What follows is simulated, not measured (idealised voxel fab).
The process module presented herein is designated voxel wiring stack.
Square cells of 5 nm make up the cross-section cut, whose width is 175 nm.
Cross-section, as written here: a square-cell grid given band by band from the top down, where a band holds one or more rows of cells.
It is stipulated that each band's entry specify, in nanometres, the height of the top of the band and then that of its bottom, followed by the materials of the band in left-to-right sequence, each together with its width in nanometres. A single material marked by the word "throughout" is understood to fill the band from edge to edge; the word "air" is understood to denote empty space.
A quick word on heights: they are counted from 0, and under that level the wafer as it came to us is one material throughout. The lowest band is different from the rest in having no bottom; it simply continues downward, written as in "0 down".
The two numbers in a width such as "30->40" mark its ends across the band: the first belongs to the top row of cells, the second to the bottom row, and from each row to the next the width moves by the same amount.
Step note "identical to before" = no cross-section cell changed.
In the "Sealed cavities" entry, you get each enclosed empty space of 8 cells or more, one with no open way to the top, written width x height at distance, distance from the left edge, in nm.
Whatever follows a step's settings on its line is a remark the simulator itself makes about that step.
Each step line may optionally specify "overlay nm", which for a step with a mask gives the rightward distance between the mask's planned place and where it lay, a negative value indicating the leftward direction.

Planned step list for the process:
1) RECEIVE [material Si]
2) CONFORMAL_DEP [material SiO2] [thk nm 15]
3) DIRECTIONAL_DEP [material TiN] [thk nm 5]
4) DIRECTIONAL_DEP [material Ru] [thk nm 15]
5) MASKED_ETCH [tone cover] [mask id METAL_1] [width nm 20] [pitch nm 40] [etch materials Ru] [depth nm 15] [overlay nm 0]
6) MASKED_ETCH [tone cover] [mask id METAL_1] [width nm 20] [pitch nm 40] [etch materials TiN] [depth nm 5] [overlay nm 0]
7) CONFORMAL_DEP [material SiN] [thk nm 5]
8) FILL_DEP [material SiO2] [thk nm 10]
9) CMP [height nm 35]
10) CONFORMAL_DEP [material SiCN] [thk nm 5]
11) DIRECTIONAL_DEP [material SiO2] [thk nm 20]
12) DIRECTIONAL_DEP [material aC] [thk nm 10]
13) PATTERN [tone open] [mask id PLUG_1] [material resist] [width nm 15] [pitch nm 80] [thk nm 30] [overlay nm 0]
14) DIRECTIONAL_ETCH [etch materials aC] [depth nm 10]
15) STRIP [etch materials resist]
16) DIRECTIONAL_ETCH [etch materials SiO2] [depth nm 20]
17) DIRECTIONAL_ETCH [etch materials SiCN] [depth nm 5]
18) STRIP [etch materials aC]
19) CONFORMAL_DEP [material TiN] [thk nm 5]
20) FILL_DEP [material Ru] [thk nm 5]
21) CMP [height nm 60]
22) CONFORMAL_DEP [material SiCN] [thk nm 5]
23) DIRECTIONAL_DEP [material SiO2] [thk nm 15]
24) MASKED_ETCH [tone open] [mask id METAL_2] [width nm 20] [pitch nm 40] [etch materials SiO2] [depth nm 15] [overlay nm 0]
25) MASKED_ETCH [tone open] [mask id METAL_2] [width nm 20] [pitch nm 40] [etch materials SiCN] [depth nm 5] [overlay nm 0]
26) CONFORMAL_DEP [material TiN] [thk nm 5]
27) FILL_DEP [material Ru] [thk nm 5]
28) CMP [height nm 80]
29) CONFORMAL_DEP [material SiCN] [thk nm 5]

Wafer cross-section on receipt, i.e. after step 1:
> 0 down  Si throughout
> Sealed cavities: none

End-of-module cross-section of the first of two wafers, processed as planned:
> 85 to 80  SiCN throughout
> 80 to 65  SiO2 35; TiN 5; Ru 10; TiN 5; SiO2 20; TiN 5; Ru 10; TiN 5; SiO2 20; TiN 5; Ru 10; TiN 5; SiO2 40
> 65 to 60  SiCN 35; TiN 20; SiCN 20; TiN 20; SiCN 20; TiN 20; SiCN 40
> 60 to 40  SiO2 35; TiN 5; Ru 5; TiN 5; SiO2 65; TiN 5; Ru 5; TiN 5; SiO2 45
> 40 to 35  SiCN 35; TiN 15; SiCN 65; TiN 15; SiCN 45
> 35 to 20  SiO2 30; SiN 5; Ru 20; SiN 5; SiO2 10; SiN 5; Ru 20; SiN 5; SiO2 10; SiN 5; Ru 20; SiN 5; SiO2 35
> 20 to 15  SiN 35; TiN 20; SiN 20; TiN 20; SiN 20; TiN 20; SiN 40
> 15 to 0  SiO2 throughout
> 0 down  Si throughout
> Sealed cavities: none

Cross-section of the latter of the two wafers at module completion. It had an identical start and an identical plan to the former; in running it, one mistake was made:
> 85 to 80  SiCN throughout
> 80 to 75  SiCN 35; TiN 20; SiCN 20; TiN 20; SiCN 20; TiN 20; SiCN 40
> 75 to 60  SiO2 throughout
> 60 to 40  SiO2 35; TiN 5; Ru 5; TiN 5; SiO2 65; TiN 5; Ru 5; TiN 5; SiO2 45
> 40 to 35  SiCN 35; TiN 15; SiCN 65; TiN 15; SiCN 45
> 35 to 20  SiO2 30; SiN 5; Ru 20; SiN 5; SiO2 10; SiN 5; Ru 20; SiN 5; SiO2 10; SiN 5; Ru 20; SiN 5; SiO2 35
> 20 to 15  SiN 35; TiN 20; SiN 20; TiN 20; SiN 20; TiN 20; SiN 40
> 15 to 0  SiO2 throughout
> 0 down  Si throughout
> Sealed cavities: none
The plan and the run diverged here: mixed up steps 22 and 23 - ran each in the other's place
Cell-count delta at end, second wafer over first, by material: Ru -18 | SiO2 +36 | TiN -18
